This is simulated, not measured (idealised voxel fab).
Process module under the name voxel released beams
In the cross-section labelled cut, the width is 210 nm and each square cell is 5 nm.
Throughout this document, each cross-section is represented as a grid of square cells and is presented as a sequence of bands enumerated from the top downward, where a band comprises one or more rows of cells. In this notation a band is specified by the heights of its top and bottom, in that order and in nm, after which its materials appear from left to right, each paired with its width in nm. The word "all across" attached to a single material means that material fills the band from edge to edge; the word "empty" stands for empty space. The reference from which all heights are counted is 0, the level beneath which the as-received wafer is entirely one material; the lowest band, having no lower bound, proceeds downward and is written after the example "0 and below". Top row gets the first number, bottom row gets the second, and each row in between changes by the same step: that is how a band width like "30 to 40" works. "remained unchanged" for a step: no cell of the cross-section changed in that step. Basically, "Enclosed internal voids" tells you about the enclosed voids: empty spaces with no open way to the top, 8 cells or bigger, each written width x height at distance, where distance is from the left edge, all in nm. The remark found on a step's line after its settings is issued by the simulator itself and pertains to that step. If you see "overlay nm" on a step's line and that step has a mask, it's telling you how far right of where it was planned the mask ended up; a negative number means it went left instead.

### Steps planned for the process
| 1 | RECEIVE | material Si |
| 2 | CONFORMAL_DEP | material SiN | thk nm 10 |
| 3 | DIRECTIONAL_DEP | material SiO2 | thk nm 10 |
| 4 | PATTERN | tone open | mask id ANCHOR | material resist | width nm 45 | thk nm 20 | overlay nm 0 |
| 5 | DIRECTIONAL_ETCH | etch materials SiO2 | depth nm 10 |
| 6 | STRIP | etch materials resist |
| 7 | CONFORMAL_DEP | material W | thk nm 15 |
| 8 | PATTERN | tone cover | mask id BEAM | material resist | width nm 115 | thk nm 15 | overlay nm 0 |
| 9 | DIRECTIONAL_ETCH | etch materials W | depth nm 15 |
| 10 | STRIP | etch materials resist |
| 11 | STRIP | etch materials SiO2 |

### Delivered wafer in cross-section: state after step 1
* 0 and below: Si all across
* Enclosed internal voids: none

### Same starting wafer, same plan as above, one mistake in the execution; this is the cross-section at the end of the module
* 35 down to 25: empty 45 nm | W 25 nm | empty 10 nm | W 80 nm | empty 50 nm
* 25 down to 20: empty 45 nm | W 115 nm | empty 50 nm
* 20 down to 10: empty 55 nm | W 40 nm | empty 115 nm
* 10 down to 0: SiN all across
* 0 and below: Si all across
* Enclosed internal voids: none
What was done differently from what was planned? not per plan at step 4, really ran PATTERN | tone open | mask id ANCHOR | material resist | width nm 40 | thk nm 20 | overlay nm 0
